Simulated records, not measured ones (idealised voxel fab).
Proc. module: voxel gate over fins
Shown is cross-section cut, with a width of 265 nm and square cells of size 5 nm.
For the purposes of this document, a cross-section shall be understood as a grid of square cells, specified as bands listed in top-to-bottom order, each band consisting of one or more rows of cells. The entry gives the band's vertical extent as a top height and a bottom height in nm, then its horizontal make-up as materials from left to right, each with a width in nm. "blank" stands for empty space; a single material marked "full width" fills the band edge to edge. Ref level 0: as-received wafer is one material below here. Bottom band extends down with no lower bound ("from 0 down"). Top row gets the first number, bottom row gets the second, and each row in between changes by the same step: that is how a band width like "30 to 40" works. "same as before" (step): cross-section cells unchanged, all of them. Look at "Closed void entries" for the closed voids: empty spaces with no open path to the top, sized 8 cells or up. Each is width x height at distance, distance from the left edge, all nm. Heads up: the bit after the settings on a step's line is the simulator's remark on that step. Among the settings permitted on a step's line is "overlay nm"; applied to a step with a mask, it specifies the extent to which the mask lay to the right of its planned position, whereas a negative figure signifies a position to the left.

-- This section lists the process steps that were planned
1 RECEIVE [material Si]
2 CONFORMAL_DEP [material SiN] [thk nm 5]
3 MASKED_ETCH [tone cover] [mask id FINS] [width nm 15] [pitch nm 50] [etch materials SiN] [depth nm 5] [overlay nm 0]
4 MASKED_ETCH [tone cover] [mask id FINS] [width nm 15] [pitch nm 50] [etch materials Si] [depth nm 35] [overlay nm 0]
5 FILL_DEP [material SiO2] [thk nm 5]
6 CMP [height nm 5]
7 DIRECTIONAL_DEP [material aC] [thk nm 15]
8 PATTERN [tone open] [mask id RAIL] [material resist] [width nm 15] [thk nm 35] [overlay nm 0]
9 DIRECTIONAL_ETCH [etch materials aC] [depth nm 15]
10 STRIP [etch materials resist]
11 DIRECTIONAL_ETCH [etch materials SiO2] [depth nm 35]
12 STRIP [etch materials aC]
13 CONFORMAL_DEP [material TiN] [thk nm 5]
14 FILL_DEP [material W] [thk nm 5]
15 CMP [height nm 5]
16 SELECTIVE_ETCH [etch materials W Ru TiN] [depth nm 30]
17 FILL_DEP [material SiO2] [thk nm 5]
18 CMP [height nm 5]
19 SELECTIVE_ETCH [etch materials SiO2] [depth nm 20]
20 STRIP [etch materials SiN]
21 CONFORMAL_DEP [material HfO2] [thk nm 5]
22 CONFORMAL_DEP [material TiN] [thk nm 5]
23 FILL_DEP [material W] [thk nm 15]
24 CMP [height nm 20]
25 CONFORMAL_DEP [material SiN] [thk nm 10]

-- Here's what the wafer looked like in cross-section when it arrived - that's after step 1
from 0 down: Si full width
Closed void entries: none

-- End-of-module XS, first of two wafers, run as planned
from 30 to 20: SiN full width
from 20 to 10: W full width
from 10 to 5: W=65; TiN=35; W=15; TiN=35; W=15; TiN=35; W=65
from 5 to 0: W=65; TiN=5; HfO2=25; TiN=5; W=15; TiN=5; HfO2=25; TiN=5; W=15; TiN=5; HfO2=25; TiN=5; W=65
from 0 to -5: W=65; TiN=5; HfO2=5; Si=15; HfO2=5; TiN=5; W=15; TiN=5; HfO2=5; Si=15; HfO2=5; TiN=5; W=15; TiN=5; HfO2=5; Si=15; HfO2=5; TiN=5; W=65
from -5 to -10: TiN=70; HfO2=5; Si=15; HfO2=5; TiN=25; HfO2=5; Si=15; HfO2=5; TiN=25; HfO2=5; Si=15; HfO2=5; TiN=70
from -10 to -15: HfO2=75; Si=15; HfO2=35; Si=15; HfO2=35; Si=15; HfO2=75
from -15 to -25: SiO2=75; Si=15; SiO2=35; Si=15; SiO2=35; Si=15; SiO2=75
from -25 to -30: SiO2=75; Si=15; SiO2=10; TiN=15; SiO2=10; Si=15; SiO2=35; Si=15; SiO2=75
from -30 to -35: SiO2=75; Si=15; SiO2=35; Si=15; SiO2=35; Si=15; SiO2=75
from -35 down: Si full width
Closed void entries: none

-- Wafer two (of two), end-of-module cross-section: start = wafer one, plan = wafer one, one run mistake
from 30 to 20: HfO2 full width
from 20 to 10: W full width
from 10 to 5: W=65; TiN=35; W=15; TiN=35; W=15; TiN=35; W=65
from 5 to 0: W=65; TiN=5; HfO2=25; TiN=5; W=15; TiN=5; HfO2=25; TiN=5; W=15; TiN=5; HfO2=25; TiN=5; W=65
from 0 to -5: W=65; TiN=5; HfO2=5; Si=15; HfO2=5; TiN=5; W=15; TiN=5; HfO2=5; Si=15; HfO2=5; TiN=5; W=15; TiN=5; HfO2=5; Si=15; HfO2=5; TiN=5; W=65
from -5 to -10: TiN=70; HfO2=5; Si=15; HfO2=5; TiN=25; HfO2=5; Si=15; HfO2=5; TiN=25; HfO2=5; Si=15; HfO2=5; TiN=70
from -10 to -15: HfO2=75; Si=15; HfO2=35; Si=15; HfO2=35; Si=15; HfO2=75
from -15 to -25: SiO2=75; Si=15; SiO2=35; Si=15; SiO2=35; Si=15; SiO2=75
from -25 to -30: SiO2=75; Si=15; SiO2=10; TiN=15; SiO2=10; Si=15; SiO2=35; Si=15; SiO2=75
from -30 to -35: SiO2=75; Si=15; SiO2=35; Si=15; SiO2=35; Si=15; SiO2=75
from -35 down: Si full width
Closed void entries: none
Deviation from plan: step 25 did not use the planned setting and instead ran as CONFORMAL_DEP [material HfO2] [thk nm 10]
The second wafer ends with more or fewer cells of some materials than the first, per final count: +106 HfO2, -106 SiN
